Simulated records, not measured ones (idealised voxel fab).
process module | voxel wiring stack
cross-section cut | 255 nm wide | cells 5 nm
A cross-section is a grid of square cells, given in bands from the top down. A band is one or more rows of cells.
Each band's line starts with the height of the band's top and of its bottom, in nm. Then come its materials from left to right, each with its width in nm. One material with "throughout" fills the band from edge to edge. "air" is empty space.
Height 0 is the level under which the wafer as received is all one material. The lowest band goes on downwards, as in "0 down".
A width such as "30 to 40" changes by the same amount from each row of cells to the next, from the band's top row to its bottom row.
"no change" after a step means that no cell of the cross-section changed.
closed voids: empty space of 8 cells or more with no open way to the top, each as width x height at its distance from the left edge, in nm
after a step's settings: what the simulator itself notes on the step
overlay nm, on a step with a mask: how far to the right of its planned place the mask lay; to the left if negative
plan
1 op RECEIVE | material Si
2 op CONFORMAL_DEP | material SiO2 | thk nm 15
3 op CONFORMAL_DEP | material SiN | thk nm 5
4 op DIRECTIONAL_DEP | material lowk | thk nm 15
5 op DIRECTIONAL_DEP | material aC | thk nm 10
6 op PATTERN | tone open | mask id METAL_1 | material resist | width nm 20 | pitch nm 35 | thk nm 25 | overlay nm 0
7 op DIRECTIONAL_ETCH | etch materials aC | depth nm 10
8 op STRIP | etch materials resist
9 op DIRECTIONAL_ETCH | etch materials lowk | depth nm 15
10 op DIRECTIONAL_ETCH | etch materials SiN | depth nm 5
11 op STRIP | etch materials aC
12 op CONFORMAL_DEP | material TiN | thk nm 5
13 op FILL_DEP | material Cu | thk nm 10
14 op CMP | height nm 35
15 op CONFORMAL_DEP | material SiCN | thk nm 5
16 op DIRECTIONAL_DEP | material lowk | thk nm 30
17 op PATTERN | tone open | mask id METAL_2_HOLES | material resist | width nm 15 | pitch nm 70 | thk nm 15 | overlay nm 0
18 op DIRECTIONAL_ETCH | etch materials lowk | depth nm 30
19 op STRIP | etch materials resist
20 op MASKED_ETCH | tone open | mask id METAL_2 | width nm 20 | pitch nm 35 | etch materials lowk | depth nm 20 | overlay nm 0
21 op MASKED_ETCH | tone open | mask id METAL_2 | width nm 20 | pitch nm 35 | etch materials SiCN | depth nm 5 | overlay nm 0
22 op CONFORMAL_DEP | material TiN | thk nm 5
23 op FILL_DEP | material Cu | thk nm 5
24 op CMP | height nm 70
25 op CONFORMAL_DEP | material SiN | thk nm 5
as received, after step 1
  0 down: Si throughout
  closed voids: none
a wafer at the end: this start, this plan, one mistake
  75 to 70: SiN throughout
  70 to 65: SiCN 65 | TiN 20 | SiCN 15 | TiN 20 | SiCN 15 | TiN 20 | SiCN 15 | TiN 20 | SiCN 65
  65 to 35: lowk throughout
  35 to 20: lowk 65 | TiN 5 | Cu 10 | TiN 5 | lowk 15 | TiN 5 | Cu 10 | TiN 5 | lowk 15 | TiN 5 | Cu 10 | TiN 5 | lowk 15 | TiN 5 | Cu 10 | TiN 5 | lowk 65
  20 to 15: SiN 65 | TiN 20 | SiN 15 | TiN 20 | SiN 15 | TiN 20 | SiN 15 | TiN 20 | SiN 65
  15 to 0: SiO2 throughout
  0 down: Si throughout
  closed voids: none
what went wrong: steps 15 and 16 were swapped
